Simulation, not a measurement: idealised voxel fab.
Module name: voxel self aligned vias (process module)
Cross-section cut: width 165 nm, square cells of 5 nm.
Think of the cross-section as a grid of square cells. We describe it in bands, top to bottom, and each band covers one or more rows of those cells. First you get the band's top height and its bottom height, in nm, and then the materials it's made of, left to right, with each width in nm. If you see a single material with "all across", that one covers the band edge to edge. "empty" is empty space. We count height from 0. Below that, the starting wafer is all one material. The lowest band never ends at the bottom but goes on down; see "0 and below" for how that is written. Note: "30 to 40" means the width goes from the first number (top row of the band) to the second number (bottom row) in equal steps per row of cells. The designation "everything unchanged", where it is given for a processing step, indicates that no cell of the cross-section was altered in the course of that step. Closed-off voids of 8+ cells (no open route to the top) go in "Closed cavity list", written width x height at distance from the left edge, in nm. On each step's line, the part that comes after the settings is the simulator's own comment on the step. overlay nm: mask offset rightward from planned place, masked step; negative means leftward offset.

Planned step list for the process:
1. RECEIVE,material Si
2. CONFORMAL_DEP,material SiO2,thk nm 15
3. CONFORMAL_DEP,material SiCN,thk nm 5
4. DIRECTIONAL_DEP,material SiO2,thk nm 30
5. PATTERN,tone open,mask id LINES,material resist,width nm 25,pitch nm 75,thk nm 20,overlay nm 0
6. DIRECTIONAL_ETCH,etch materials SiO2,depth nm 30
7. STRIP,etch materials resist
8. CONFORMAL_DEP,material TiN,thk nm 5
9. FILL_DEP,material Ru,thk nm 5
10. CMP,height nm 50
11. SELECTIVE_ETCH,etch materials W Ru TiN,depth nm 5
12. FILL_DEP,material SiN,thk nm 5
13. CMP,height nm 50
14. DIRECTIONAL_DEP,material SiO2,thk nm 20
15. PATTERN,tone open,mask id VIAS,material resist,width nm 45,pitch nm 75,thk nm 20,overlay nm 0
16. DIRECTIONAL_ETCH,etch materials SiO2,depth nm 20
17. DIRECTIONAL_ETCH,etch materials SiN,depth nm 5
18. STRIP,etch materials resist
19. CONFORMAL_DEP,material TiN,thk nm 5
20. FILL_DEP,material Cu,thk nm 10
21. CMP,height nm 70
22. CONFORMAL_DEP,material SiN,thk nm 5

As received (post step 1): cross-section:
- 0 and below | Si all across
- Closed cavity list: none

Module complete - cross-section of the first of two wafers, run according to plan:
- 75 down to 70 | SiN all across
- 70 down to 55 | SiO2 (20); TiN (5); Cu (35); TiN (5); SiO2 (30); TiN (5); Cu (35); TiN (5); SiO2 (25)
- 55 down to 50 | SiO2 (20); TiN (15); Cu (15); TiN (15); SiO2 (30); TiN (15); Cu (15); TiN (15); SiO2 (25)
- 50 down to 45 | SiO2 (30); TiN (25); SiO2 (50); TiN (25); SiO2 (35)
- 45 down to 25 | SiO2 (30); TiN (5); Ru (15); TiN (5); SiO2 (50); TiN (5); Ru (15); TiN (5); SiO2 (35)
- 25 down to 20 | SiO2 (30); TiN (25); SiO2 (50); TiN (25); SiO2 (35)
- 20 down to 15 | SiCN all across
- 15 down to 0 | SiO2 all across
- 0 and below | Si all across
- Closed cavity list: none

What the second wafer looks like in cross-section once the module is done. Its start and its plan matched the first wafer's exactly; what differed was one mistake in how it was run:
- 75 down to 70 | SiN all across
- 70 down to 50 | SiO2 (20); TiN (5); Cu (35); TiN (5); SiO2 (30); TiN (5); Cu (35); TiN (5); SiO2 (25)
- 50 down to 45 | SiN (20); TiN (45); SiN (30); TiN (45); SiN (25)
- 45 down to 20 | SiO2 (30); TiN (5); Ru (15); TiN (5); SiO2 (50); TiN (5); Ru (15); TiN (5); SiO2 (35)
- 20 down to 15 | SiO2 (30); TiN (25); SiO2 (50); TiN (25); SiO2 (35)
- 15 down to 0 | SiO2 all across
- 0 and below | Si all across
- Closed cavity list: none
What went wrong in running the wafer? the plan's step 3 went unexecuted, having been skipped
In the final state, the cell counts of the second wafer exceed or fall short of those of the first for the following materials: Cu +8 | Ru +6 | SiCN -33 | SiN +15 | TiN +4
